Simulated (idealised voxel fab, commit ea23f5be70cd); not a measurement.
Process module under the name voxel self aligned vias
The cross-section on display is named cut; it measures 240 nm wide, and its cells are 5 nm squares.
Cross-sections here: square-cell grids, written as top-down lists of bands, a band being one or more rows of cells. First you get the band's top height and its bottom height, in nm, and then the materials it's made of, left to right, with each width in nm. If you see a single material with "full width", that one covers the band edge to edge. "blank" is empty space. It should be noted that heights are counted from 0, beneath which the wafer as supplied is of one material throughout, and that the lowest band possesses no lower boundary but continues downward, as written in "0 nm and below". The width entry "30 to 40" should be interpreted row by row: the top row of cells in the band takes the first number, the bottom row takes the second number, and the change between adjacent rows is uniform throughout. It should be understood that the words "no modifications", when stated for a given step, signify that the cross-section underwent no change in any of its cells during that step. Empty spaces counting at least 8 cells and having no open way to the top are listed in "Tabulated closed voids". The notation width x height at distance is used for each, the distance being from the left edge and all three values in nm. after a step's settings: what the simulator itself notes on the step. You can add "overlay nm" to a step's line. For a step with a mask, it describes how far the mask lay to the right of its planned position, and a negative number describes a lay to the left.

Listed below are the process steps as planned
- 1: RECEIVE with material Si
- 2: CONFORMAL_DEP with material SiO2, thk nm 15
- 3: CONFORMAL_DEP with material SiCN, thk nm 5
- 4: DIRECTIONAL_DEP with material SiO2, thk nm 25
- 5: MASKED_ETCH with tone open, mask id LINES, width nm 30, pitch nm 55, etch materials SiO2, depth nm 25, overlay nm 0
- 6: CONFORMAL_DEP with material TiN, thk nm 5
- 7: FILL_DEP with material W, thk nm 10
- 8: CMP with height nm 45
- 9: SELECTIVE_ETCH with etch materials W Ru TiN, depth nm 5
- 10: FILL_DEP with material SiN, thk nm 10
- 11: CMP with height nm 45
- 12: DIRECTIONAL_DEP with material SiO2, thk nm 20
- 13: MASKED_ETCH with tone open, mask id VIAS, width nm 40, pitch nm 55, etch materials SiO2, depth nm 20, overlay nm 0
- 14: MASKED_ETCH with tone open, mask id VIAS, width nm 40, pitch nm 55, etch materials SiN, depth nm 5, overlay nm 0
- 15: CONFORMAL_DEP with material TiN, thk nm 5
- 16: FILL_DEP with material W, thk nm 10
- 17: CMP with height nm 65
- 18: CONFORMAL_DEP with material SiCN, thk nm 5

As received, after step 1
> 0 nm and below = Si full width
> Tabulated closed voids: none

Cross-section: first of two wafers, module finished, run according to plan
> 70 nm to 65 nm = SiCN full width
> 65 nm to 50 nm = SiO2=70 | TiN=5 | W=30 | TiN=5 | SiO2=15 | TiN=5 | W=30 | TiN=5 | SiO2=75
> 50 nm to 45 nm = SiO2=70 | TiN=10 | W=20 | TiN=10 | SiO2=15 | TiN=10 | W=20 | TiN=10 | SiO2=75
> 45 nm to 40 nm = SiO2=75 | TiN=30 | SiO2=25 | TiN=30 | SiO2=80
> 40 nm to 25 nm = SiO2=75 | TiN=5 | W=20 | TiN=5 | SiO2=25 | TiN=5 | W=20 | TiN=5 | SiO2=80
> 25 nm to 20 nm = SiO2=75 | TiN=30 | SiO2=25 | TiN=30 | SiO2=80
> 20 nm to 15 nm = SiCN full width
> 15 nm to 0 nm = SiO2 full width
> 0 nm and below = Si full width
> Tabulated closed voids: none

Cross-sectional view: second of two wafers, end of module; start and plan identical to the first, one mistake in running
> 75 nm to 70 nm = SiCN full width
> 70 nm to 65 nm = TiN=75 | W=30 | TiN=25 | W=30 | TiN=80
> 65 nm to 50 nm = SiO2=70 | TiN=5 | W=30 | TiN=5 | SiO2=15 | TiN=5 | W=30 | TiN=5 | SiO2=75
> 50 nm to 45 nm = SiO2=70 | TiN=10 | W=20 | TiN=10 | SiO2=15 | TiN=10 | W=20 | TiN=10 | SiO2=75
> 45 nm to 40 nm = SiO2=75 | TiN=30 | SiO2=25 | TiN=30 | SiO2=80
> 40 nm to 25 nm = SiO2=75 | TiN=5 | W=20 | TiN=5 | SiO2=25 | TiN=5 | W=20 | TiN=5 | SiO2=80
> 25 nm to 20 nm = SiO2=75 | TiN=30 | SiO2=25 | TiN=30 | SiO2=80
> 20 nm to 15 nm = SiCN full width
> 15 nm to 0 nm = SiO2 full width
> 0 nm and below = Si full width
> Tabulated closed voids: none
Processing error: not per plan at step 17, really ran CMP with height nm 70
Count the cells at the end and the second wafer has more or fewer of some materials than the first: TiN +36, W +12
